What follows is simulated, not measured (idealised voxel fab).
Name of the process module below: voxel gate over fins
The cross-section shown here is cut; it is 240 nm wide and divided into square cells measuring 5 nm on a side.
A cross-section is a grid of square cells, given in bands from the top down. A band is one or more rows of cells.
Heads up on the band format: heights come first, top then bottom, in nm. After that it's the materials left to right, each with its width in nm. A single material flagged "edge to edge" fills the whole band edge to edge, and "air" means there's empty space there.
Heads up on the height convention: 0 is the point under which the incoming wafer is all one material, and the lowest band has no bottom, it just keeps going down, like "0 and below".
A two-number width, for instance "30..40", indicates that the width is equal to the first number in the top row of the band and to the second number in the bottom row, and that it changes by a constant amount per row of cells.
"remained the same" after a step means that no cell of the cross-section changed.
The list in "Cavities, closed" covers empty spaces of 8 cells or more that cannot reach the top through any open way, and it gives each as width x height at distance; the distance is from the left edge, and width, height and distance are in nm.
On each step's line, the part that comes after the settings is the simulator's own comment on the step.
The "overlay nm" setting may appear on a step's line; for a step that uses a mask, it gives how far to the right of its planned position the mask lay, and a negative value indicates the left.

**Planned step list for the process**
1 RECEIVE, material Si
2 CONFORMAL_DEP, material SiN, thk nm 5
3 DIRECTIONAL_DEP, material aC, thk nm 10
4 PATTERN, tone cover, mask id FINS, material resist, width nm 15, pitch nm 40, thk nm 30, overlay nm 0
5 DIRECTIONAL_ETCH, etch materials aC, depth nm 10
6 STRIP, etch materials resist
7 DIRECTIONAL_ETCH, etch materials SiN, depth nm 5
8 DIRECTIONAL_ETCH, etch materials Si, depth nm 40
9 STRIP, etch materials aC
10 OXIDIZE, depth nm 5
11 FILL_DEP, material SiO2, thk nm 5
12 CMP, height nm 5
13 SELECTIVE_ETCH, etch materials SiO2, depth nm 15
14 STRIP, etch materials SiN
15 CONFORMAL_DEP, material HfO2, thk nm 5
16 CONFORMAL_DEP, material TiN, thk nm 5
17 FILL_DEP, material W, thk nm 15
18 CMP, height nm 20
19 CONFORMAL_DEP, material SiN, thk nm 10

**Here's what the wafer looked like in cross-section when it arrived - that's after step 1**
> 0 and below  Si edge to edge
> Cavities, closed: none

**One mistake in running the module, otherwise start and plan as above: cross-section at the end**
> 30 down to 20  SiN edge to edge
> 20 down to 10  W edge to edge
> 10 down to 5  W=65, TiN=25, W=15, TiN=25, W=15, TiN=25, W=70
> 5 down to 0  W=65, TiN=5, HfO2=15, TiN=5, W=15, TiN=5, HfO2=15, TiN=5, W=15, TiN=5, HfO2=15, TiN=5, W=70
> 0 down to -15  W=65, TiN=5, HfO2=5, Si=5, HfO2=5, TiN=5, W=15, TiN=5, HfO2=5, Si=5, HfO2=5, TiN=5, W=15, TiN=5, HfO2=5, Si=5, HfO2=5, TiN=5, W=70
> -15 down to -20  TiN=70, HfO2=5, Si=5, HfO2=5, TiN=25, HfO2=5, Si=5, HfO2=5, TiN=25, HfO2=5, Si=5, HfO2=5, TiN=75
> -20 down to -25  HfO2=75, Si=5, HfO2=35, Si=5, HfO2=35, Si=5, HfO2=80
> -25 down to -45  SiO2=75, Si=5, SiO2=35, Si=5, SiO2=35, Si=5, SiO2=80
> -45 and below  Si edge to edge
> Cavities, closed: none
Nonconformance to the process plan: step 13 from the plan got run twice
